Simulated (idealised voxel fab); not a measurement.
Documented hereafter: the process module known as voxel ribs on slabs.
Cross-section cut: width 250 nm, square cells of 5 nm.
Cross-section spec: square-cell grid; bands listed top down; each band is one or more rows. A band entry consists of two parts. The first gives the height of the band's top and the height of its bottom, in nm. The rest lists the band's materials from left to right, each with its width in nm. A single material labelled with the word "throughout" fills the band from edge to edge, and the word "blank" marks empty space. Ref level 0: as-received wafer is one material below here. Bottom band extends down with no lower bound ("top 0, no bottom"). Think of "30 to 40" as a width that walks from the first number to the second as you go down the band, top row to bottom row, taking equal-sized steps from row to row. Basically "no alterations made" means that step didn't change any cell in the cross-section. In the "Closed void entries" entry, you get each enclosed empty space of 8 cells or more, one with no open way to the top, written width x height at distance, distance from the left edge, in nm. On each step's line, the part that comes after the settings is the simulator's own comment on the step. A step's line can hold "overlay nm"; with a mask on that step, the setting says how far right of the planned place the mask lay, while a negative setting says it lay to the left.

[Here's what the planned process steps look like]
| 1 | RECEIVE with material Si |
| 2 | DIRECTIONAL_DEP with material SiO2, thk nm 30 |
| 3 | DIRECTIONAL_DEP with material SiN, thk nm 15 |
| 4 | PATTERN with tone cover, mask id RIB, material resist, width nm 25, thk nm 15, overlay nm 0 |
| 5 | DIRECTIONAL_ETCH with etch materials SiN, depth nm 5 |
| 6 | STRIP with etch materials resist |
| 7 | MASKED_ETCH with tone cover, mask id SLAB, width nm 55, etch materials SiN, depth nm 10, overlay nm 0 |
| 8 | FILL_DEP with material SiO2, thk nm 20 |
| 9 | CMP with height nm 60 |
| 10 | DIRECTIONAL_DEP with material W, thk nm 5 |
| 11 | MASKED_ETCH with tone cover, mask id HEATER, width nm 35, etch materials W, depth nm 5, overlay nm 0 |
| 12 | CONFORMAL_DEP with material SiN, thk nm 10 |

[Cross-section of the wafer as it came to us, i.e., already through step 1]
- top 0, no bottom = Si throughout
- Closed void entries: none

[Cross-section at module end, one run error; start and plan unchanged from above]
- top 75, bottom 70 = blank 95, then SiN 55, then blank 100
- top 70, bottom 65 = SiN throughout
- top 65, bottom 60 = SiN 105, then W 35, then SiN 110
- top 60, bottom 55 = SiO2 110, then SiN 25, then SiO2 115
- top 55, bottom 45 = SiO2 95, then SiN 55, then SiO2 100
- top 45, bottom 30 = SiN throughout
- top 30, bottom 0 = SiO2 throughout
- top 0, no bottom = Si throughout
- Closed void entries: none
Nonconformance to the process plan: in the plan, step 3 was performed twice
